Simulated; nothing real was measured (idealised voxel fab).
This section sets out a process module, namely voxel self aligned contacts.
For reference, the cross-section in this document is cut, with width 255 nm and square cells of 5 nm.
If you're reading a cross-section in this doc, picture square cells in a grid; it comes to you as bands, top ones listed first down to the bottom, and a band can be one or more rows of cells.
Each band's line starts with the height of the band's top and of its bottom, in nm. Then come its materials from left to right, each with its width in nm. One material with "full width" fills the band from edge to edge. "empty" is empty space.
A quick word on heights: they are counted from 0, and under that level the wafer as it came to us is one material throughout. The lowest band is different from the rest in having no bottom; it simply continues downward, written as in "0 nm and below".
A two-number width, for instance "30->40", indicates that the width is equal to the first number in the top row of the band and to the second number in the bottom row, and that it changes by a constant amount per row of cells.
Reading "stayed the same" for a step: not a cell of the cross-section changed in it.
The label "Enclosed void entries" introduces a list of the empty spaces, 8 cells or larger, that have no open way up to the top; each entry in it reads width x height at distance, where the distance is taken from the left edge and all three are stated in nm.
On each step's line, the part that comes after the settings is the simulator's own comment on the step.
overlay nm: on a step with a mask, how far right of its planned place the mask lay; negative means left.

## Below is the list of planned process steps
| 1 | RECEIVE (material Si) |
| 2 | CONFORMAL_DEP (material SiO2; thk nm 5) |
| 3 | DIRECTIONAL_DEP (material polySi; thk nm 25) |
| 4 | DIRECTIONAL_DEP (material SiN; thk nm 25) |
| 5 | MASKED_ETCH (tone cover; mask id GATE; width nm 30; pitch nm 70; etch materials SiN; depth nm 25; overlay nm 0) |
| 6 | MASKED_ETCH (tone cover; mask id GATE; width nm 30; pitch nm 70; etch materials polySi; depth nm 25; overlay nm 0) |
| 7 | CONFORMAL_DEP (material SiN; thk nm 10) |
| 8 | DIRECTIONAL_ETCH (etch materials SiN; depth nm 10) |
| 9 | FILL_DEP (material SiO2; thk nm 10) |
| 10 | CMP (height nm 60) |
| 11 | DIRECTIONAL_DEP (material aC; thk nm 15) |
| 12 | PATTERN (tone open; mask id CONTACT; material resist; width nm 50; thk nm 30; overlay nm 0) |
| 13 | DIRECTIONAL_ETCH (etch materials aC; depth nm 15) |
| 14 | STRIP (etch materials resist) |
| 15 | DIRECTIONAL_ETCH (etch materials SiO2; depth nm 60) |
| 16 | STRIP (etch materials aC) |
| 17 | CONFORMAL_DEP (material TiN; thk nm 5) |
| 18 | FILL_DEP (material Ru; thk nm 5) |
| 19 | CMP (height nm 60) |
| 20 | CONFORMAL_DEP (material SiCN; thk nm 5) |

## What follows covers the first of two wafers; it ran as planned

## Shown in cross-section is the wafer as received, that is, as it stands after step 1
- 0 nm and below: Si full width
- Enclosed void entries: none

## Sectional view: wafer, after step 2
- 5 nm to 0 nm: SiO2 full width
- Unchanged below 0.

## Sectional view: wafer, after step 3
- 30 nm to 5 nm: polySi full width
- Unchanged below 5.

## Sectional view: wafer, after step 4
- 55 nm to 30 nm: SiN full width
- Unchanged below 30.

## Sectional view: wafer, after step 5
- 55 nm to 30 nm: empty 75, SiN 30, empty 40, SiN 30, empty 80
- Unchanged below 30.

## Sectional view: wafer, after step 6
- 55 nm to 30 nm: empty 75, SiN 30, empty 40, SiN 30, empty 80
- 30 nm to 5 nm: empty 75, polySi 30, empty 40, polySi 30, empty 80
- Unchanged below 5.

## Sectional view: wafer, after step 7
- 65 nm to 30 nm: empty 65, SiN 50, empty 20, SiN 50, empty 70
- 30 nm to 15 nm: empty 65, SiN 10, polySi 30, SiN 10, empty 20, SiN 10, polySi 30, SiN 10, empty 70
- 15 nm to 5 nm: SiN 75, polySi 30, SiN 40, polySi 30, SiN 80
- Unchanged below 5.

## Sectional view: wafer, after step 8
- 55 nm to 30 nm: empty 65, SiN 50, empty 20, SiN 50, empty 70
- 30 nm to 5 nm: empty 65, SiN 10, polySi 30, SiN 10, empty 20, SiN 10, polySi 30, SiN 10, empty 70
- Unchanged below 5.

## Sectional view: wafer, after step 9
- 65 nm to 55 nm: SiO2 full width
- 55 nm to 30 nm: SiO2 65, SiN 50, SiO2 20, SiN 50, SiO2 70
- 30 nm to 5 nm: SiO2 65, SiN 10, polySi 30, SiN 10, SiO2 20, SiN 10, polySi 30, SiN 10, SiO2 70
- Unchanged below 5.

## Sectional view: wafer, after step 10
- 60 nm to 55 nm: SiO2 full width
- Unchanged below 55.

## Sectional view: wafer, after step 11
- 75 nm to 60 nm: aC full width
- Unchanged below 60.

## Sectional view: wafer, after step 12
- 105 nm to 75 nm: resist 100, empty 50, resist 105
- Unchanged below 75.

## Sectional view: wafer, after step 13
- 90 nm to 75 nm: resist 100, empty 50, resist 105
- 75 nm to 60 nm: aC 100, empty 50, aC 105
- Unchanged below 60.

## Sectional view: wafer, after step 14
- 75 nm to 60 nm: aC 100, empty 50, aC 105
- Unchanged below 60.

## Sectional view: wafer, after step 15
- 75 nm to 60 nm: aC 100, empty 50, aC 105
- 60 nm to 55 nm: SiO2 100, empty 50, SiO2 105
- 55 nm to 30 nm: SiO2 65, SiN 50, empty 20, SiN 50, SiO2 70
- 30 nm to 5 nm: SiO2 65, SiN 10, polySi 30, SiN 10, empty 20, SiN 10, polySi 30, SiN 10, SiO2 70
- 5 nm to 0 nm: SiO2 115, empty 20, SiO2 120
- Unchanged below 0.

## Sectional view: wafer, after step 16
- 60 nm to 55 nm: SiO2 100, empty 50, SiO2 105
- Unchanged below 55.

## Sectional view: wafer, after step 17
- 65 nm to 60 nm: TiN 105, empty 40, TiN 110
- 60 nm to 55 nm: SiO2 100, TiN 20, empty 10, TiN 20, SiO2 105
- 55 nm to 30 nm: SiO2 65, SiN 50, TiN 5, empty 10, TiN 5, SiN 50, SiO2 70
- 30 nm to 5 nm: SiO2 65, SiN 10, polySi 30, SiN 10, TiN 5, empty 10, TiN 5, SiN 10, polySi 30, SiN 10, SiO2 70
- 5 nm to 0 nm: SiO2 115, TiN 20, SiO2 120
- Unchanged below 0.

## Sectional view: wafer, after step 18
- 70 nm to 65 nm: Ru full width
- 65 nm to 60 nm: TiN 105, Ru 40, TiN 110
- 60 nm to 55 nm: SiO2 100, TiN 20, Ru 10, TiN 20, SiO2 105
- 55 nm to 30 nm: SiO2 65, SiN 50, TiN 5, Ru 10, TiN 5, SiN 50, SiO2 70
- 30 nm to 5 nm: SiO2 65, SiN 10, polySi 30, SiN 10, TiN 5, Ru 10, TiN 5, SiN 10, polySi 30, SiN 10, SiO2 70
- Unchanged below 5.

## Sectional view: wafer, after step 19
- 60 nm to 55 nm: SiO2 100, TiN 20, Ru 10, TiN 20, SiO2 105
- Unchanged below 55.

## Sectional view: wafer, after step 20
- 65 nm to 60 nm: SiCN full width
- Unchanged below 60.

## Second wafer. Start and plan as for the first. One mistake made in running. Agrees with the first up to and including step 1

## Second wafer cross-section, taken as of the time the plan sets for step 2 to be done
- 25 nm to 0 nm: polySi full width
- Unchanged below 0.

## Second wafer cross-section, taken as of the time the plan sets for step 3 to be done
- 30 nm to 25 nm: SiO2 full width
- Unchanged below 25.

## Second wafer cross-section, taken as of the time the plan sets for step 4 to be done
- 55 nm to 30 nm: SiN full width
- Unchanged below 30.

## Second wafer cross-section, taken as of the time the plan sets for step 5 to be done
- 55 nm to 30 nm: empty 75, SiN 30, empty 40, SiN 30, empty 80
- Unchanged below 30.

Second wafer cross-section, taken as of the time the plan sets for step 6 to be done: stayed the same

## Second wafer cross-section, taken as of the time the plan sets for step 7 to be done
- 65 nm to 40 nm: empty 65, SiN 50, empty 20, SiN 50, empty 70
- 40 nm to 30 nm: SiN full width
- Unchanged below 30.

## Second wafer cross-section, taken as of the time the plan sets for step 8 to be done
- 55 nm to 30 nm: empty 65, SiN 50, empty 20, SiN 50, empty 70
- Unchanged below 30.

## Second wafer cross-section, taken as of the time the plan sets for step 9 to be done
- 65 nm to 55 nm: SiO2 full width
- 55 nm to 30 nm: SiO2 65, SiN 50, SiO2 20, SiN 50, SiO2 70
- Unchanged below 30.

## Second wafer cross-section, taken as of the time the plan sets for step 10 to be done
- 60 nm to 55 nm: SiO2 full width
- Unchanged below 55.

## Second wafer cross-section, taken as of the time the plan sets for step 11 to be done
- 75 nm to 60 nm: aC full width
- Unchanged below 60.

## Second wafer cross-section, taken as of the time the plan sets for step 12 to be done
- 105 nm to 75 nm: resist 100, empty 50, resist 105
- Unchanged below 75.

## Second wafer cross-section, taken as of the time the plan sets for step 13 to be done
- 90 nm to 75 nm: resist 100, empty 50, resist 105
- 75 nm to 60 nm: aC 100, empty 50, aC 105
- Unchanged below 60.

## Second wafer cross-section, taken as of the time the plan sets for step 14 to be done
- 75 nm to 60 nm: aC 100, empty 50, aC 105
- Unchanged below 60.

## Second wafer cross-section, taken as of the time the plan sets for step 15 to be done
- 75 nm to 60 nm: aC 100, empty 50, aC 105
- 60 nm to 55 nm: SiO2 100, empty 50, SiO2 105
- 55 nm to 30 nm: SiO2 65, SiN 50, empty 20, SiN 50, SiO2 70
- 30 nm to 25 nm: SiO2 115, empty 20, SiO2 120
- Unchanged below 25.

## Second wafer cross-section, taken as of the time the plan sets for step 16 to be done
- 60 nm to 55 nm: SiO2 100, empty 50, SiO2 105
- Unchanged below 55.

## Second wafer cross-section, taken as of the time the plan sets for step 17 to be done
- 65 nm to 60 nm: TiN 105, empty 40, TiN 110
- 60 nm to 55 nm: SiO2 100, TiN 20, empty 10, TiN 20, SiO2 105
- 55 nm to 30 nm: SiO2 65, SiN 50, TiN 5, empty 10, TiN 5, SiN 50, SiO2 70
- 30 nm to 25 nm: SiO2 115, TiN 20, SiO2 120
- Unchanged below 25.

## Second wafer cross-section, taken as of the time the plan sets for step 18 to be done
- 70 nm to 65 nm: Ru full width
- 65 nm to 60 nm: TiN 105, Ru 40, TiN 110
- 60 nm to 55 nm: SiO2 100, TiN 20, Ru 10, TiN 20, SiO2 105
- 55 nm to 30 nm: SiO2 65, SiN 50, TiN 5, Ru 10, TiN 5, SiN 50, SiO2 70
- Unchanged below 30.

## Second wafer cross-section, taken as of the time the plan sets for step 19 to be done
- 60 nm to 55 nm: SiO2 100, TiN 20, Ru 10, TiN 20, SiO2 105
- Unchanged below 55.

## Second wafer cross-section, taken as of the time the plan sets for step 20 to be done
- 65 nm to 60 nm: SiCN full width
- Unchanged below 60.
What was done differently from what was planned? sequence error: steps 2 and 3 interchanged
FYI, end of process, the second wafer has more or fewer cells of some materials than the first: Ru: 10 fewer | SiN: 40 fewer | SiO2: 135 fewer | TiN: 10 fewer | polySi: 195 more
